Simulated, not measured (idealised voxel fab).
process module | voxel gate over fins
cross-section cut | 145 nm wide | cells 5 nm
A cross-section is a grid of square cells, given in bands from the top down. A band is one or more rows of cells.
Each band's line starts with the height of the band's top and of its bottom, in nm. Then come its materials from left to right, each with its width in nm. One material with "throughout" fills the band from edge to edge. "air" is empty space.
Height 0 is the level under which the wafer as received is all one material. The lowest band goes on downwards, as in "0 down".
A width such as "30 to 40" changes by the same amount from each row of cells to the next, from the band's top row to its bottom row.
"no change" after a step means that no cell of the cross-section changed.
closed voids: empty space of 8 cells or more with no open way to the top, each as width x height at its distance from the left edge, in nm
after a step's settings: what the simulator itself notes on the step
overlay nm, on a step with a mask: how far to the right of its planned place the mask lay; to the left if negative
plan
1 op RECEIVE | material Si
2 op CONFORMAL_DEP | material SiN | thk nm 10
3 op MASKED_ETCH | tone cover | mask id FINS | width nm 15 | pitch nm 45 | etch materials SiN | depth nm 10 | overlay nm 0
4 op MASKED_ETCH | tone cover | mask id FINS | width nm 15 | pitch nm 45 | etch materials Si | depth nm 35 | overlay nm -5
5 op OXIDIZE | depth nm 5
6 op FILL_DEP | material SiO2 | thk nm 10
7 op CMP | height nm 10
8 op SELECTIVE_ETCH | etch materials SiO2 | depth nm 25
9 op STRIP | etch materials SiN
10 op CONFORMAL_DEP | material HfO2 | thk nm 5
11 op CONFORMAL_DEP | material TiN | thk nm 5
12 op CONFORMAL_DEP | material TiAl | thk nm 5
13 op CONFORMAL_DEP | material TiN | thk nm 5
14 op FILL_DEP | material W | thk nm 10
15 op CMP | height nm 25
16 op CONFORMAL_DEP | material SiCN | thk nm 10
varied across the wafers: overlay nm of step 4. The plan shows the first wafer's value. All wafers start alike
first wafer as received, after step 1
  0 down: Si throughout
  closed voids: none
each wafer at the end: cells of each material gained (+) or lost (-) since it was received, then its closed voids
overlay nm -5 | +47 HfO2 | -187 Si | +58 SiCN | +115 SiO2 | +47 TiAl | +90 TiN | +33 W | closed voids: none
overlay nm 0 | +47 HfO2 | -208 Si | +58 SiCN | +130 SiO2 | +47 TiAl | +94 TiN | +35 W | closed voids: none
overlay nm 5 | +47 HfO2 | -187 Si | +58 SiCN | +115 SiO2 | +47 TiAl | +90 TiN | +33 W | closed voids: none
